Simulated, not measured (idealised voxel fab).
Proc. module: voxel transistor to metal
Cross-section cut: width 170 nm, square cells of 5 nm.
When this document writes out a cross-section, it uses a grid of square cells and lists it as bands, beginning at the top and moving down, with a band standing for one or more rows of cells. Heads up on the band format: heights come first, top then bottom, in nm. After that it's the materials left to right, each with its width in nm. A single material flagged "full width" fills the whole band edge to edge, and "empty" means there's empty space there. Height reference: 0 = level under which incoming wafer is all one material. Lowest band: no bottom, runs on downward, e.g. "z 0 and below". The notation "30 to 40" denotes a width that varies across the rows of cells in the band, beginning at the first number in the top row, finishing at the second number in the bottom row, and changing by an identical amount from each row to the next. It should be understood that the words "remained unchanged", when stated for a given step, signify that the cross-section underwent no change in any of its cells during that step. Tabulated closed voids: empty space of 8 cells or more with no open way to the top, each as width x height at its distance from the left edge, in nm. Whatever follows a step's settings on its line is a remark the simulator itself makes about that step. overlay nm: mask offset rightward from planned place, masked step; negative means leftward offset. Each pair below shows a cross-section before one step and the cross-section after it, down to the lowest band that changed. The line under each pair gives the step between them, with its settings. The pairs can come from different runs of this module on the same starting wafer, so a pair continues from the pair above only where its "Prior to processing" says so.

-- Prior to processing
	z 0 and below | Si full width
	Tabulated closed voids: none

-- Cut View, Post-Step
	z 0 to -5 | SiO2 full width
	Under -5: no change, same as before.
	Tabulated closed voids: none
Relating the two cross-sections above, the step in between is op OXIDIZE | depth nm 5

Prior to processing: The structure entering this step is exactly what the pair just above shows after its step.

-- Cut View, Post-Step
	z 10 to 0 | SiN full width
	Under 0: no change, same as before.
	Tabulated closed voids: none
Relating the two cross-sections above, the step in between is op CONFORMAL_DEP | material SiN | thk nm 10

Prior to processing: The structure entering this step is exactly what the pair just above shows after its step.

-- Cut View, Post-Step
	z 10 to 0 | empty: 35, SiN: 100, empty: 35
	Under 0: no change, same as before.
	Tabulated closed voids: none
Relating the two cross-sections above, the step in between is op MASKED_ETCH | tone cover | mask id ACTIVE | width nm 100 | etch materials SiN | depth nm 10 | overlay nm 0

Prior to processing: The structure entering this step is exactly what the pair just above shows after its step.

-- Cut View, Post-Step
	z 10 to 0 | empty: 35, SiN: 100, empty: 35
	z 0 to -5 | empty: 35, SiO2: 100, empty: 35
	Under -5: no change, same as before.
	Tabulated closed voids: none
Relating the two cross-sections above, the step in between is op MASKED_ETCH | tone cover | mask id ACTIVE | width nm 100 | etch materials SiO2 | depth nm 5 | overlay nm 0

Prior to processing: The structure entering this step is exactly what the pair just above shows after its step.

-- Cut View, Post-Step
	z 10 to 0 | empty: 35, SiN: 100, empty: 35
	z 0 to -5 | empty: 35, SiO2: 100, empty: 35
	z -5 to -35 | empty: 35, Si: 100, empty: 35
	Under -35: no change, same as before.
	Tabulated closed voids: none
Relating the two cross-sections above, the step in between is op MASKED_ETCH | tone cover | mask id ACTIVE | width nm 100 | etch materials Si | depth nm 30 | overlay nm 0

Prior to processing: The structure entering this step is exactly what the pair just above shows after its step.

-- Cut View, Post-Step
	z 20 to 10 | SiO2 full width
	z 10 to 0 | SiO2: 35, SiN: 100, SiO2: 35
	z 0 to -5 | SiO2 full width
	z -5 to -35 | SiO2: 35, Si: 100, SiO2: 35
	Under -35: no change, same as before.
	Tabulated closed voids: none
Relating the two cross-sections above, the step in between is op FILL_DEP | material SiO2 | thk nm 10

Prior to processing: The structure entering this step is exactly what the pair just above shows after its step.

-- Cut View, Post-Step
	z 10 to 0 | SiO2: 35, SiN: 100, SiO2: 35
	Under 0: no change, same as before.
	Tabulated closed voids: none
Relating the two cross-sections above, the step in between is op CMP | height nm 10

Prior to processing: The structure entering this step is exactly what the pair just above shows after its step.

-- Cut View, Post-Step
	z 10 to 0 | empty: 35, SiN: 100, empty: 35
	Under 0: no change, same as before.
	Tabulated closed voids: none
Relating the two cross-sections above, the step in between is op SELECTIVE_ETCH | etch materials SiO2 | depth nm 10

Prior to processing: The structure entering this step is exactly what the pair just above shows after its step.

-- Cut View, Post-Step
	z 0 to -5 | SiO2 full width
	Under -5: no change, same as before.
	Tabulated closed voids: none
Relating the two cross-sections above, the step in between is op STRIP | etch materials SiN

Prior to processing: The structure entering this step is exactly what the pair just above shows after its step.

-- Cut View, Post-Step
	z -5 to -35 | SiO2: 35, Si: 100, SiO2: 35
	Under -35: no change, same as before.
	Tabulated closed voids: none
Relating the two cross-sections above, the step in between is op SELECTIVE_ETCH | etch materials SiO2 | depth nm 5

Prior to processing: The structure entering this step is exactly what the pair just above shows after its step.

-- Cut View, Post-Step
	z -5 to -10 | SiO2 full width
	Under -10: no change, same as before.
	Tabulated closed voids: none
Relating the two cross-sections above, the step in between is op OXIDIZE | depth nm 5

Prior to processing: The structure entering this step is exactly what the pair just above shows after its step.

-- Cut View, Post-Step
	z 25 to -5 | polySi full width
	Under -5: no change, same as before.
	Tabulated closed voids: none
Relating the two cross-sections above, the step in between is op DIRECTIONAL_DEP | material polySi | thk nm 30

Prior to processing: The structure entering this step is exactly what the pair just above shows after its step.

-- Cut View, Post-Step
	z 35 to 25 | SiCN full width
	Under 25: no change, same as before.
	Tabulated closed voids: none
Relating the two cross-sections above, the step in between is op DIRECTIONAL_DEP | material SiCN | thk nm 10

Prior to processing: The structure entering this step is exactly what the pair just above shows after its step.

-- Cut View, Post-Step
	z 50 to 35 | empty: 70, resist: 30, empty: 70
	Under 35: no change, same as before.
	Tabulated closed voids: none
Relating the two cross-sections above, the step in between is op PATTERN | tone cover | mask id GATE | material resist | width nm 30 | thk nm 15 | overlay nm 0

Prior to processing: The structure entering this step is exactly what the pair just above shows after its step.

-- Cut View, Post-Step
	z 50 to 35 | empty: 70, resist: 30, empty: 70
	z 35 to 25 | empty: 70, SiCN: 30, empty: 70
	Under 25: no change, same as before.
	Tabulated closed voids: none
Relating the two cross-sections above, the step in between is op DIRECTIONAL_ETCH | etch materials SiCN | depth nm 20

Prior to processing: The structure entering this step is exactly what the pair just above shows after its step.

-- Cut View, Post-Step
	z 50 to 35 | empty: 70, resist: 30, empty: 70
	z 35 to 25 | empty: 70, SiCN: 30, empty: 70
	z 25 to -5 | empty: 70, polySi: 30, empty: 70
	Under -5: no change, same as before.
	Tabulated closed voids: none
Relating the two cross-sections above, the step in between is op DIRECTIONAL_ETCH | etch materials polySi | depth nm 40

Prior to processing: The structure entering this step is exactly what the pair just above shows after its step.

-- Cut View, Post-Step
	z 35 to 25 | empty: 70, SiCN: 30, empty: 70
	Under 25: no change, same as before.
	Tabulated closed voids: none
Relating the two cross-sections above, the step in between is op STRIP | etch materials resist

Prior to processing: The structure entering this step is exactly what the pair just above shows after its step.

-- Cut View, Post-Step
	z 40 to 35 | empty: 65, SiO2: 40, empty: 65
	z 35 to 25 | empty: 65, SiO2: 5, SiCN: 30, SiO2: 5, empty: 65
	z 25 to 0 | empty: 65, SiO2: 5, polySi: 30, SiO2: 5, empty: 65
	z 0 to -5 | SiO2: 70, polySi: 30, SiO2: 70
	Under -5: no change, same as before.
	Tabulated closed voids: none
Relating the two cross-sections above, the step in between is op CONFORMAL_DEP | material SiO2 | thk nm 5

Prior to processing: The structure entering this step is exactly what the pair just above shows after its step.

-- Cut View, Post-Step
	z 35 to 25 | empty: 65, SiO2: 5, SiCN: 30, SiO2: 5, empty: 65
	z 25 to -5 | empty: 65, SiO2: 5, polySi: 30, SiO2: 5, empty: 65
	Under -5: no change, same as before.
	Tabulated closed voids: none
Relating the two cross-sections above, the step in between is op DIRECTIONAL_ETCH | etch materials SiO2 | depth nm 5

Prior to processing: The structure entering this step is exactly what the pair just above shows after its step.

-- Cut View, Post-Step
	z 45 to 35 | empty: 55, SiN: 60, empty: 55
	z 35 to 25 | empty: 55, SiN: 10, SiO2: 5, SiCN: 30, SiO2: 5, SiN: 10, empty: 55
	z 25 to 5 | empty: 55, SiN: 10, SiO2: 5, polySi: 30, SiO2: 5, SiN: 10, empty: 55
	z 5 to -5 | SiN: 65, SiO2: 5, polySi: 30, SiO2: 5, SiN: 65
	Under -5: no change, same as before.
	Tabulated closed voids: none
Relating the two cross-sections above, the step in between is op CONFORMAL_DEP | material SiN | thk nm 10

Prior to processing: The structure entering this step is exactly what the pair just above shows after its step.

-- Cut View, Post-Step
	z 35 to 25 | empty: 55, SiN: 10, SiO2: 5, SiCN: 30, SiO2: 5, SiN: 10, empty: 55
	z 25 to -5 | empty: 55, SiN: 10, SiO2: 5, polySi: 30, SiO2: 5, SiN: 10, empty: 55
	Under -5: no change, same as before.
	Tabulated closed voids: none
Relating the two cross-sections above, the step in between is op DIRECTIONAL_ETCH | etch materials SiN | depth nm 10

Prior to processing: The structure entering this step is exactly what the pair just above shows after its step.

-- Cut View, Post-Step
	z 35 to 30 | empty: 55, SiN: 10, empty: 5, SiCN: 30, empty: 5, SiN: 10, empty: 55
	z 30 to 25 | empty: 55, SiN: 10, SiO2: 5, SiCN: 30, SiO2: 5, SiN: 10, empty: 55
	z 25 to -5 | empty: 55, SiN: 10, SiO2: 5, polySi: 30, SiO2: 5, SiN: 10, empty: 55
	z -5 to -10 | empty: 55, SiO2: 60, empty: 55
	Under -10: no change, same as before.
	Tabulated closed voids: none
Relating the two cross-sections above, the step in between is op DIRECTIONAL_ETCH | etch materials SiO2 | depth nm 5

Prior to processing: The structure entering this step is exactly what the pair just above shows after its step.

-- Cut View, Post-Step
	z 35 to 30 | empty: 55, SiN: 10, empty: 5, SiCN: 30, empty: 5, SiN: 10, empty: 55
	z 30 to 25 | empty: 55, SiN: 10, SiO2: 5, SiCN: 30, SiO2: 5, SiN: 10, empty: 55
	z 25 to -5 | empty: 55, SiN: 10, SiO2: 5, polySi: 30, SiO2: 5, SiN: 10, empty: 55
	z -5 to -10 | empty: 55, SiO2: 60, empty: 55
	z -10 to -20 | SiO2: 35, empty: 20, Si: 60, empty: 20, SiO2: 35
	Under -20: no change, same as before.
	Tabulated closed voids: none
Relating the two cross-sections above, the step in between is op DIRECTIONAL_ETCH | etch materials Si | depth nm 10

Prior to processing: The structure entering this step is exactly what the pair just above shows after its step.

-- Cut View, Post-Step
	z 35 to 30 | empty: 55, SiN: 10, empty: 5, SiCN: 30, empty: 5, SiN: 10, empty: 55
	z 30 to 25 | empty: 55, SiN: 10, SiO2: 5, SiCN: 30, SiO2: 5, SiN: 10, empty: 55
	z 25 to 0 | empty: 55, SiN: 10, SiO2: 5, polySi: 30, SiO2: 5, SiN: 10, empty: 55
	z 0 to -5 | empty: 45, nSi: 10, SiN: 10, SiO2: 5, polySi: 30, SiO2: 5, SiN: 10, nSi: 10, empty: 45
	z -5 to -10 | empty: 45, nSi: 10, SiO2: 60, nSi: 10, empty: 45
	z -10 to -20 | SiO2: 35, nSi: 20, Si: 60, nSi: 20, SiO2: 35
	Under -20: no change, same as before.
	Tabulated closed voids: none
Relating the two cross-sections above, the step in between is op EPI | material nSi | thk nm 10

Prior to processing: The structure entering this step is exactly what the pair just above shows after its step.

-- Cut View, Post-Step
	z 45 to 35 | SiO2 full width
	z 35 to 25 | SiO2: 55, SiN: 10, SiO2: 5, SiCN: 30, SiO2: 5, SiN: 10, SiO2: 55
	z 25 to 0 | SiO2: 55, SiN: 10, SiO2: 5, polySi: 30, SiO2: 5, SiN: 10, SiO2: 55
	z 0 to -5 | SiO2: 45, nSi: 10, SiN: 10, SiO2: 5, polySi: 30, SiO2: 5, SiN: 10, nSi: 10, SiO2: 45
	z -5 to -10 | SiO2: 45, nSi: 10, SiO2: 60, nSi: 10, SiO2: 45
	Under -10: no change, same as before.
	Tabulated closed voids: none
Relating the two cross-sections above, the step in between is op FILL_DEP | material SiO2 | thk nm 10

Prior to processing: The structure entering this step is exactly what the pair just above shows after its step.

-- Cut View, Post-Step
	z 25 to 0 | SiO2: 55, SiN: 10, SiO2: 5, polySi: 30, SiO2: 5, SiN: 10, SiO2: 55
	Under 0: no change, same as before.
	Tabulated closed voids: none
Relating the two cross-sections above, the step in between is op CMP | height nm 25

Prior to processing: The structure entering this step is exactly what the pair just above shows after its step.

-- Cut View, Post-Step
	z 25 to 0 | SiO2: 55, SiN: 10, SiO2: 5, empty: 30, SiO2: 5, SiN: 10, SiO2: 55
	z 0 to -5 | SiO2: 45, nSi: 10, SiN: 10, SiO2: 5, empty: 30, SiO2: 5, SiN: 10, nSi: 10, SiO2: 45
	Under -5: no change, same as before.
	Tabulated closed voids: none
Relating the two cross-sections above, the step in between is op STRIP | etch materials polySi

Prior to processing: The structure entering this step is exactly what the pair just above shows after its step.

-- Cut View, Post-Step
	z 25 to 20 | empty: 55, SiN: 10, empty: 40, SiN: 10, empty: 55
	z 20 to 0 | SiO2: 55, SiN: 10, empty: 40, SiN: 10, SiO2: 55
	z 0 to -5 | SiO2: 45, nSi: 10, SiN: 10, empty: 40, SiN: 10, nSi: 10, SiO2: 45
	z -5 to -10 | SiO2: 45, nSi: 10, SiO2: 10, empty: 40, SiO2: 10, nSi: 10, SiO2: 45
	Under -10: no change, same as before.
	Tabulated closed voids: none
Relating the two cross-sections above, the step in between is op SELECTIVE_ETCH | etch materials SiO2 | depth nm 5

Prior to processing: The structure entering this step is exactly what the pair just above shows after its step.

-- Cut View, Post-Step
	z 30 to 25 | empty: 50, HfO2: 20, empty: 30, HfO2: 20, empty: 50
	z 25 to 20 | HfO2: 55, SiN: 10, HfO2: 5, empty: 30, HfO2: 5, SiN: 10, HfO2: 55
	z 20 to 0 | SiO2: 55, SiN: 10, HfO2: 5, empty: 30, HfO2: 5, SiN: 10, SiO2: 55
	z 0 to -5 | SiO2: 45, nSi: 10, SiN: 10, HfO2: 5, empty: 30, HfO2: 5, SiN: 10, nSi: 10, SiO2: 45
	z -5 to -10 | SiO2: 45, nSi: 10, SiO2: 10, HfO2: 40, SiO2: 10, nSi: 10, SiO2: 45
	Under -10: no change, same as before.
	Tabulated closed voids: none
Relating the two cross-sections above, the step in between is op CONFORMAL_DEP | material HfO2 | thk nm 5

Prior to processing: The structure entering this step is exactly what the pair just above shows after its step.

-- Cut View, Post-Step
	z 35 to 30 | empty: 45, TiN: 30, empty: 20, TiN: 30, empty: 45
	z 30 to 25 | TiN: 50, HfO2: 20, TiN: 5, empty: 20, TiN: 5, HfO2: 20, TiN: 50
	z 25 to 20 | HfO2: 55, SiN: 10, HfO2: 5, TiN: 5, empty: 20, TiN: 5, HfO2: 5, SiN: 10, HfO2: 55
	z 20 to 0 | SiO2: 55, SiN: 10, HfO2: 5, TiN: 5, empty: 20, TiN: 5, HfO2: 5, SiN: 10, SiO2: 55
	z 0 to -5 | SiO2: 45, nSi: 10, SiN: 10, HfO2: 5, TiN: 30, HfO2: 5, SiN: 10, nSi: 10, SiO2: 45
	Under -5: no change, same as before.
	Tabulated closed voids: none
Relating the two cross-sections above, the step in between is op CONFORMAL_DEP | material TiN | thk nm 5

Prior to processing: The structure entering this step is exactly what the pair just above shows after its step.

-- Cut View, Post-Step
	z 45 to 35 | W full width
	z 35 to 30 | W: 45, TiN: 30, W: 20, TiN: 30, W: 45
	z 30 to 25 | TiN: 50, HfO2: 20, TiN: 5, W: 20, TiN: 5, HfO2: 20, TiN: 50
	z 25 to 20 | HfO2: 55, SiN: 10, HfO2: 5, TiN: 5, W: 20, TiN: 5, HfO2: 5, SiN: 10, HfO2: 55
	z 20 to 0 | SiO2: 55, SiN: 10, HfO2: 5, TiN: 5, W: 20, TiN: 5, HfO2: 5, SiN: 10, SiO2: 55
	Under 0: no change, same as before.
	Tabulated closed voids: none
Relating the two cross-sections above, the step in between is op FILL_DEP | material W | thk nm 10

Prior to processing: The structure entering this step is exactly what the pair just above shows after its step.

-- Cut View, Post-Step
	z 20 to 0 | SiO2: 55, SiN: 10, HfO2: 5, TiN: 5, W: 20, TiN: 5, HfO2: 5, SiN: 10, SiO2: 55
	Under 0: no change, same as before.
	Tabulated closed voids: none
Relating the two cross-sections above, the step in between is op CMP | height nm 20

Prior to processing: The structure entering this step is exactly what the pair just above shows after its step.

-- Cut View, Post-Step
	z 35 to 20 | SiO2 full width
	Under 20: no change, same as before.
	Tabulated closed voids: none
Relating the two cross-sections above, the step in between is op DIRECTIONAL_DEP | material SiO2 | thk nm 15

Prior to processing: The structure entering this step is exactly what the pair just above shows after its step.

-- Cut View, Post-Step
	z 55 to 35 | resist: 40, empty: 15, resist: 60, empty: 15, resist: 40
	Under 35: no change, same as before.
	Tabulated closed voids: none
Relating the two cross-sections above, the step in between is op PATTERN | tone open | mask id CONTACT | material resist | width nm 15 | pitch nm 75 | thk nm 20 | overlay nm 0

Prior to processing: The structure entering this step is exactly what the pair just above shows after its step.

-- Cut View, Post-Step
	z 55 to 35 | resist: 40, empty: 15, resist: 60, empty: 15, resist: 40
	z 35 to 20 | SiO2: 40, empty: 15, SiO2: 60, empty: 15, SiO2: 40
	z 20 to 0 | SiO2: 40, empty: 15, SiN: 10, HfO2: 5, TiN: 5, W: 20, TiN: 5, HfO2: 5, SiN: 10, empty: 15, SiO2: 40
	z 0 to -5 | SiO2: 40, empty: 5, nSi: 10, SiN: 10, HfO2: 5, TiN: 30, HfO2: 5, SiN: 10, nSi: 10, empty: 5, SiO2: 40
	z -5 to -10 | SiO2: 40, empty: 5, nSi: 10, SiO2: 10, HfO2: 40, SiO2: 10, nSi: 10, empty: 5, SiO2: 40
	Under -10: no change, same as before.
	Tabulated closed voids: none
Relating the two cross-sections above, the step in between is op DIRECTIONAL_ETCH | etch materials SiO2 | depth nm 45

Prior to processing: The structure entering this step is exactly what the pair just above shows after its step.

-- Cut View, Post-Step
	z 35 to 20 | SiO2: 40, empty: 15, SiO2: 60, empty: 15, SiO2: 40
	Under 20: no change, same as before.
	Tabulated closed voids: none
Relating the two cross-sections above, the step in between is op STRIP | etch materials resist

Prior to processing: The structure entering this step is exactly what the pair just above shows after its step.

-- Cut View, Post-Step
	z 40 to 35 | TiN: 45, empty: 5, TiN: 70, empty: 5, TiN: 45
	z 35 to 20 | SiO2: 40, TiN: 5, empty: 5, TiN: 5, SiO2: 60, TiN: 5, empty: 5, TiN: 5, SiO2: 40
	z 20 to 5 | SiO2: 40, TiN: 5, empty: 5, TiN: 5, SiN: 10, HfO2: 5, TiN: 5, W: 20, TiN: 5, HfO2: 5, SiN: 10, TiN: 5, empty: 5, TiN: 5, SiO2: 40
	z 5 to 0 | SiO2: 40, TiN: 15, SiN: 10, HfO2: 5, TiN: 5, W: 20, TiN: 5, HfO2: 5, SiN: 10, TiN: 15, SiO2: 40
	z 0 to -5 | SiO2: 40, TiN: 5, nSi: 10, SiN: 10, HfO2: 5, TiN: 30, HfO2: 5, SiN: 10, nSi: 10, TiN: 5, SiO2: 40
	z -5 to -10 | SiO2: 40, TiN: 5, nSi: 10, SiO2: 10, HfO2: 40, SiO2: 10, nSi: 10, TiN: 5, SiO2: 40
	Under -10: no change, same as before.
	Tabulated closed voids: none
Relating the two cross-sections above, the step in between is op CONFORMAL_DEP | material TiN | thk nm 5

Prior to processing: The structure entering this step is exactly what the pair just above shows after its step.

-- Cut View, Post-Step
	z 45 to 40 | W full width
	z 40 to 35 | TiN: 45, W: 5, TiN: 70, W: 5, TiN: 45
	z 35 to 20 | SiO2: 40, TiN: 5, W: 5, TiN: 5, SiO2: 60, TiN: 5, W: 5, TiN: 5, SiO2: 40
	z 20 to 5 | SiO2: 40, TiN: 5, W: 5, TiN: 5, SiN: 10, HfO2: 5, TiN: 5, W: 20, TiN: 5, HfO2: 5, SiN: 10, TiN: 5, W: 5, TiN: 5, SiO2: 40
	Under 5: no change, same as before.
	Tabulated closed voids: none
Relating the two cross-sections above, the step in between is op FILL_DEP | material W | thk nm 5

Prior to processing: The structure entering this step is exactly what the pair just above shows after its step.

-- Cut View, Post-Step
	z 35 to 20 | SiO2: 40, TiN: 5, W: 5, TiN: 5, SiO2: 60, TiN: 5, W: 5, TiN: 5, SiO2: 40
	Under 20: no change, same as before.
	Tabulated closed voids: none
Relating the two cross-sections above, the step in between is op CMP | height nm 35

Prior to processing: The structure entering this step is exactly what the pair just above shows after its step.

-- Cut View, Post-Step
	z 40 to 35 | SiN full width
	Under 35: no change, same as before.
	Tabulated closed voids: none
Relating the two cross-sections above, the step in between is op CONFORMAL_DEP | material SiN | thk nm 5

Prior to processing: The structure entering this step is exactly what the pair just above shows after its step.

-- Cut View, Post-Step
	z 60 to 40 | lowk full width
	Under 40: no change, same as before.
	Tabulated closed voids: none
Relating the two cross-sections above, the step in between is op DIRECTIONAL_DEP | material lowk | thk nm 20

Prior to processing: The structure entering this step is exactly what the pair just above shows after its step.

-- Cut View, Post-Step
	z 60 to 40 | lowk: 40, empty: 15, lowk: 60, empty: 15, lowk: 40
	Under 40: no change, same as before.
	Tabulated closed voids: none
Relating the two cross-sections above, the step in between is op MASKED_ETCH | tone open | mask id METAL_1 | width nm 15 | pitch nm 75 | etch materials lowk | depth nm 20 | overlay nm 0

Prior to processing: The structure entering this step is exactly what the pair just above shows after its step.

-- Cut View, Post-Step
	z 60 to 40 | lowk: 40, empty: 15, lowk: 60, empty: 15, lowk: 40
	z 40 to 35 | SiN: 40, empty: 15, SiN: 60, empty: 15, SiN: 40
	Under 35: no change, same as before.
	Tabulated closed voids: none
Relating the two cross-sections above, the step in between is op MASKED_ETCH | tone open | mask id METAL_1 | width nm 15 | pitch nm 75 | etch materials SiN | depth nm 5 | overlay nm 0

Prior to processing: The structure entering this step is exactly what the pair just above shows after its step.

-- Cut View, Post-Step
	z 65 to 60 | TiN: 45, empty: 5, TiN: 70, empty: 5, TiN: 45
	z 60 to 40 | lowk: 40, TiN: 5, empty: 5, TiN: 5, lowk: 60, TiN: 5, empty: 5, TiN: 5, lowk: 40
	z 40 to 35 | SiN: 40, TiN: 15, SiN: 60, TiN: 15, SiN: 40
	Under 35: no change, same as before.
	Tabulated closed voids: none
Relating the two cross-sections above, the step in between is op CONFORMAL_DEP | material TiN | thk nm 5

Prior to processing: The structure entering this step is exactly what the pair just above shows after its step.

-- Cut View, Post-Step
	z 75 to 65 | Ru full width
	z 65 to 60 | TiN: 45, Ru: 5, TiN: 70, Ru: 5, TiN: 45
	z 60 to 40 | lowk: 40, TiN: 5, Ru: 5, TiN: 5, lowk: 60, TiN: 5, Ru: 5, TiN: 5, lowk: 40
	Under 40: no change, same as before.
	Tabulated closed voids: none
Relating the two cross-sections above, the step in between is op FILL_DEP | material Ru | thk nm 10

Prior to processing: The structure entering this step is exactly what the pair just above shows after its step.

-- Cut View, Post-Step
	z 60 to 40 | lowk: 40, TiN: 5, Ru: 5, TiN: 5, lowk: 60, TiN: 5, Ru: 5, TiN: 5, lowk: 40
	Under 40: no change, same as before.
	Tabulated closed voids: none
Relating the two cross-sections above, the step in between is op CMP | height nm 60

Prior to processing: The structure entering this step is exactly what the pair just above shows after its step.

-- Cut View, Post-Step
	z 65 to 60 | empty: 35, Ru: 25, empty: 50, Ru: 25, empty: 35
	Under 60: no change, same as before.
	Tabulated closed voids: none
Relating the two cross-sections above, the step in between is op EPI | material Ru | thk nm 5

Prior to processing: The structure entering this step is exactly what the pair just above shows after its step.

-- Cut View, Post-Step
	z 70 to 65 | SiCN full width
	z 65 to 60 | SiCN: 35, Ru: 25, SiCN: 50, Ru: 25, SiCN: 35
	Under 60: no change, same as before.
	Tabulated closed voids: none
Relating the two cross-sections above, the step in between is op FILL_DEP | material SiCN | thk nm 5

Prior to processing: The structure entering this step is exactly what the pair just above shows after its step.

-- Cut View, Post-Step
	z 95 to 70 | lowk full width
	Under 70: no change, same as before.
	Tabulated closed voids: none
Relating the two cross-sections above, the step in between is op DIRECTIONAL_DEP | material lowk | thk nm 25

Prior to processing: The structure entering this step is exactly what the pair just above shows after its step.

-- Cut View, Post-Step
	z 95 to 80 | lowk: 40, empty: 15, lowk: 60, empty: 15, lowk: 40
	Under 80: no change, same as before.
	Tabulated closed voids: none
Relating the two cross-sections above, the step in between is op MASKED_ETCH | tone open | mask id METAL_2 | width nm 15 | pitch nm 75 | etch materials lowk | depth nm 15 | overlay nm 0

Prior to processing: The structure entering this step is exactly what the pair just above shows after its step.

-- Cut View, Post-Step
	z 95 to 70 | lowk: 40, empty: 15, lowk: 60, empty: 15, lowk: 40
	Under 70: no change, same as before.
	Tabulated closed voids: none
Relating the two cross-sections above, the step in between is op MASKED_ETCH | tone open | mask id METAL_2_HOLES | width nm 15 | pitch nm 75 | etch materials lowk | depth nm 10 | overlay nm 0

Prior to processing: The structure entering this step is exactly what the pair just above shows after its step.

-- Cut View, Post-Step
	z 95 to 70 | lowk: 40, empty: 15, lowk: 60, empty: 15, lowk: 40
	z 70 to 65 | SiCN: 40, empty: 15, SiCN: 60, empty: 15, SiCN: 40
	Under 65: no change, same as before.
	Tabulated closed voids: none
Relating the two cross-sections above, the step in between is op MASKED_ETCH | tone open | mask id METAL_2_HOLES | width nm 15 | pitch nm 75 | etch materials SiCN | depth nm 5 | overlay nm 0

Prior to processing: The structure entering this step is exactly what the pair just above shows after its step.

-- Cut View, Post-Step
	z 100 to 95 | TiN: 45, empty: 5, TiN: 70, empty: 5, TiN: 45
	z 95 to 70 | lowk: 40, TiN: 5, empty: 5, TiN: 5, lowk: 60, TiN: 5, empty: 5, TiN: 5, lowk: 40
	z 70 to 65 | SiCN: 40, TiN: 15, SiCN: 60, TiN: 15, SiCN: 40
	Under 65: no change, same as before.
	Tabulated closed voids: none
Relating the two cross-sections above, the step in between is op CONFORMAL_DEP | material TiN | thk nm 5

Prior to processing: The structure entering this step is exactly what the pair just above shows after its step.

-- Cut View, Post-Step
	z 110 to 100 | Cu full width
	z 100 to 95 | TiN: 45, Cu: 5, TiN: 70, Cu: 5, TiN: 45
	z 95 to 70 | lowk: 40, TiN: 5, Cu: 5, TiN: 5, lowk: 60, TiN: 5, Cu: 5, TiN: 5, lowk: 40
	Under 70: no change, same as before.
	Tabulated closed voids: none
Relating the two cross-sections above, the step in between is op FILL_DEP | material Cu | thk nm 10

Prior to processing: The structure entering this step is exactly what the pair just above shows after its step.

-- Cut View, Post-Step
	z 95 to 70 | lowk: 40, TiN: 5, Cu: 5, TiN: 5, lowk: 60, TiN: 5, Cu: 5, TiN: 5, lowk: 40
	Under 70: no change, same as before.
	Tabulated closed voids: none
Relating the two cross-sections above, the step in between is op CMP | height nm 95

Prior to processing: The structure entering this step is exactly what the pair just above shows after its step.

-- Cut View, Post-Step
	z 100 to 95 | SiCN full width
	Under 95: no change, same as before.
	Tabulated closed voids: none
Relating the two cross-sections above, the step in between is op CONFORMAL_DEP | material SiCN | thk nm 5

-- Prior to processing
	z 35 to 25 | empty: 65, SiO2: 5, SiCN: 30, SiO2: 5, empty: 65
	z 25 to -5 | empty: 65, SiO2: 5, polySi: 30, SiO2: 5, empty: 65
	z -5 to -10 | SiO2 full width
	z -10 to -35 | SiO2: 35, Si: 100, SiO2: 35
	z -35 and below | Si full width
	Tabulated closed voids: none

-- Cut View, Post-Step
	z 35 to 30 | empty: 70, SiCN: 30, empty: 70
	z 30 to 25 | empty: 65, SiO2: 5, SiCN: 30, SiO2: 5, empty: 65
	z 25 to -5 | empty: 65, SiO2: 5, polySi: 30, SiO2: 5, empty: 65
	z -5 to -10 | empty: 65, SiO2: 40, empty: 65
	Under -10: no change, same as before.
	Tabulated closed voids: none
Relating the two cross-sections above, the step in between is op DIRECTIONAL_ETCH | etch materials SiO2 | depth nm 5

Prior to processing: The structure entering this step is exactly what the pair just above shows after its step.

-- Cut View, Post-Step
	z 35 to 30 | empty: 70, SiCN: 30, empty: 70
	z 30 to 25 | empty: 65, SiO2: 5, SiCN: 30, SiO2: 5, empty: 65
	z 25 to -5 | empty: 65, SiO2: 5, polySi: 30, SiO2: 5, empty: 65
	z -5 to -10 | empty: 65, SiO2: 40, empty: 65
	z -10 to -20 | SiO2: 35, empty: 30, Si: 40, empty: 30, SiO2: 35
	Under -20: no change, same as before.
	Tabulated closed voids: none
Relating the two cross-sections above, the step in between is op DIRECTIONAL_ETCH | etch materials Si | depth nm 10

Prior to processing: The structure entering this step is exactly what the pair just above shows after its step.

-- Cut View, Post-Step
	z 35 to 30 | empty: 70, SiCN: 30, empty: 70
	z 30 to 25 | empty: 65, SiO2: 5, SiCN: 30, SiO2: 5, empty: 65
	z 25 to 0 | empty: 65, SiO2: 5, polySi: 30, SiO2: 5, empty: 65
	z 0 to -5 | empty: 55, nSi: 10, SiO2: 5, polySi: 30, SiO2: 5, nSi: 10, empty: 55
	z -5 to -10 | empty: 55, nSi: 10, SiO2: 40, nSi: 10, empty: 55
	z -10 to -20 | SiO2: 35, nSi: 30, Si: 40, nSi: 30, SiO2: 35
	Under -20: no change, same as before.
	Tabulated closed voids: none
Relating the two cross-sections above, the step in between is op EPI | material nSi | thk nm 10

Prior to processing: The structure entering this step is exactly what the pair just above shows after its step.

-- Cut View, Post-Step
	z 45 to 35 | SiO2 full width
	z 35 to 25 | SiO2: 70, SiCN: 30, SiO2: 70
	z 25 to 0 | SiO2: 70, polySi: 30, SiO2: 70
	z 0 to -5 | SiO2: 55, nSi: 10, SiO2: 5, polySi: 30, SiO2: 5, nSi: 10, SiO2: 55
	z -5 to -10 | SiO2: 55, nSi: 10, SiO2: 40, nSi: 10, SiO2: 55
	Under -10: no change, same as before.
	Tabulated closed voids: none
Relating the two cross-sections above, the step in between is op FILL_DEP | material SiO2 | thk nm 10

Prior to processing: The structure entering this step is exactly what the pair just above shows after its step.

-- Cut View, Post-Step
	z 25 to 0 | SiO2: 70, polySi: 30, SiO2: 70
	Under 0: no change, same as before.
	Tabulated closed voids: none
Relating the two cross-sections above, the step in between is op CMP | height nm 25

Prior to processing: The structure entering this step is exactly what the pair just above shows after its step.

-- Cut View, Post-Step
	z 25 to 0 | SiO2: 70, empty: 30, SiO2: 70
	z 0 to -5 | SiO2: 55, nSi: 10, SiO2: 5, empty: 30, SiO2: 5, nSi: 10, SiO2: 55
	Under -5: no change, same as before.
	Tabulated closed voids: none
Relating the two cross-sections above, the step in between is op STRIP | etch materials polySi

Prior to processing: The structure entering this step is exactly what the pair just above shows after its step.

-- Cut View, Post-Step
	z 20 to 0 | SiO2: 65, empty: 40, SiO2: 65
	z 0 to -10 | SiO2: 55, nSi: 10, empty: 40, nSi: 10, SiO2: 55
	Under -10: no change, same as before.
	Tabulated closed voids: none
Relating the two cross-sections above, the step in between is op SELECTIVE_ETCH | etch materials SiO2 | depth nm 5
